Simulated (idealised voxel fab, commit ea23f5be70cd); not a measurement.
The name of this process module is voxel self aligned contacts.
FYI the section here is cut, 300 nm wide, cells are 5 nm squares.
Cross-section spec: square-cell grid; bands listed top down; each band is one or more rows. First you get the band's top height and its bottom height, in nm, and then the materials it's made of, left to right, with each width in nm. If you see a single material with "throughout", that one covers the band edge to edge. "empty" is empty space. It should be noted that heights are counted from 0, beneath which the wafer as supplied is of one material throughout, and that the lowest band possesses no lower boundary but continues downward, as written in "0 down". With a width like "30..40", each row of cells in the band differs from the next by the same amount, the top row carrying the first number and the bottom row the second. A step reported as "nothing got changed" is a step in which no cell of the cross-section changed. Listed in "Sealed voids": every empty space of 8 or more cells without an open way to the top. Form: width x height at distance, the distance being from the left edge, all in nm. On each step's line, the part that comes after the settings is the simulator's own comment on the step. Steps that use a mask can have "overlay nm" on their line. It says how far the mask sat to the right of where it was meant to be. Negative means to the left.
### The planned process steps are enumerated hereunder
1. RECEIVE | material Si
2. CONFORMAL_DEP | material SiO2 | thk nm 5
3. DIRECTIONAL_DEP | material polySi | thk nm 20
4. DIRECTIONAL_DEP | material SiN | thk nm 20
5. MASKED_ETCH | tone cover | mask id GATE | width nm 35 | pitch nm 60 | etch materials SiN | depth nm 20 | overlay nm 0
6. MASKED_ETCH | tone cover | mask id GATE | width nm 35 | pitch nm 60 | etch materials polySi | depth nm 20 | overlay nm 0
7. CONFORMAL_DEP | material SiN | thk nm 5
8. DIRECTIONAL_ETCH | etch materials SiN | depth nm 5
9. FILL_DEP | material SiO2 | thk nm 15
10. CMP | height nm 50
11. PATTERN | tone open | mask id CONTACT | material resist | width nm 45 | thk nm 15 | overlay nm 0
12. DIRECTIONAL_ETCH | etch materials SiO2 | depth nm 50
13. STRIP | etch materials resist
14. CONFORMAL_DEP | material TiN | thk nm 5
15. FILL_DEP | material W | thk nm 10
16. CMP | height nm 50
17. CONFORMAL_DEP | material SiN | thk nm 5
### Shown in cross-section is the wafer as received, that is, as it stands after step 1
- 0 down: Si throughout
- Sealed voids: none
### Starting wafer: above. Plan: above. Run: one mistake. Cross-section after the module: below
- 55 to 50: SiN throughout
- 50 to 45: SiO2: 125, then TiN: 20, then W: 5, then TiN: 20, then SiO2: 130
- 45 to 25: SiO2: 95, then SiN: 45, then TiN: 5, then W: 5, then TiN: 5, then SiN: 45, then SiO2: 100
- 25 to 15: SiO2: 95, then SiN: 5, then polySi: 35, then SiN: 5, then TiN: 5, then W: 5, then TiN: 5, then SiN: 5, then polySi: 35, then SiN: 5, then SiO2: 100
- 15 to 10: SiO2: 95, then SiN: 5, then polySi: 35, then SiN: 5, then TiN: 15, then SiN: 5, then polySi: 35, then SiN: 5, then SiO2: 100
- 10 to 5: SiN: 100, then polySi: 35, then SiN: 25, then polySi: 35, then SiN: 105
- 5 to 0: SiO2 throughout
- 0 down: Si throughout
- Sealed voids: none
Plan not followed: note: step 7 <-> step 8, run order reversed vs plan
